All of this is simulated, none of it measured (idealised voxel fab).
This is a process module. Its name is voxel local oxidation.
Shown is cross-section cut, with a width of 155 nm and square cells of size 5 nm.
Format of a cross-section: grid, square cells. Given as bands. Order: top down. Band: one or more rows of cells. Basically the band line says how high the top is and how high the bottom is, in nm, and then what's in it from left to right, every material with its width in nm. Empty space shows up as "empty", and if a single material carries "all across" it runs the full band edge to edge. Height datum 0, below which the as-received substrate wafer is one material. Lowest band open at the bottom, running downward: "0 nm and below". A two-number width, for instance "30..40", indicates that the width is equal to the first number in the top row of the band and to the second number in the bottom row, and that it changes by a constant amount per row of cells. Where a step carries "same as before", the cross-section came out of it unchanged, cell for cell. Enclosed voids (no open way to top), threshold 8 cells or more, entry "Cavities, closed", notation width x height at distance, distance from left edge, nm. Step line, after settings: the simulator's comment on this step. The optional step-line setting "overlay nm" applies to steps with a mask and quantifies how far to the right of its planned location the mask lay, a negative value indicating leftward placement.
Set out below are the planned steps of the process
1,RECEIVE: material Si
2,CONFORMAL_DEP: material SiO2, thk nm 5
3,CONFORMAL_DEP: material SiN, thk nm 10
4,DIRECTIONAL_DEP: material aC, thk nm 15
5,PATTERN: tone cover, mask id ACTIVE, material resist, width nm 90, thk nm 35, overlay nm 0
6,DIRECTIONAL_ETCH: etch materials aC, depth nm 15
7,STRIP: etch materials resist
8,DIRECTIONAL_ETCH: etch materials SiN, depth nm 10
9,STRIP: etch materials aC
10,SELECTIVE_ETCH: etch materials SiO2, depth nm 5
11,OXIDIZE: depth nm 10
12,STRIP: etch materials SiN
Cross-section, incoming material, after step 1
0 nm and below = Si all across
Cavities, closed: none
First of two wafers at the end of the module, shown in cross-section; run carried out as planned
5 nm to 0 nm = 35 empty; 80 SiO2; 40 empty
0 nm to -10 nm = 45 SiO2; 60 Si; 50 SiO2
-10 nm and below = Si all across
Cavities, closed: none
Cross-section at end of module for the second wafer of two, which matched the first in starting point and plan and differed by one mistake in its processing
0 nm to -10 nm = 40 SiO2; 70 Si; 45 SiO2
-10 nm and below = Si all across
Cavities, closed: none
Diagnosis: plan step 2 was not performed, having been skipped
End check, counted in cells, second wafer has more or fewer of these materials than the first: Si: 4 more | SiO2: 20 fewer
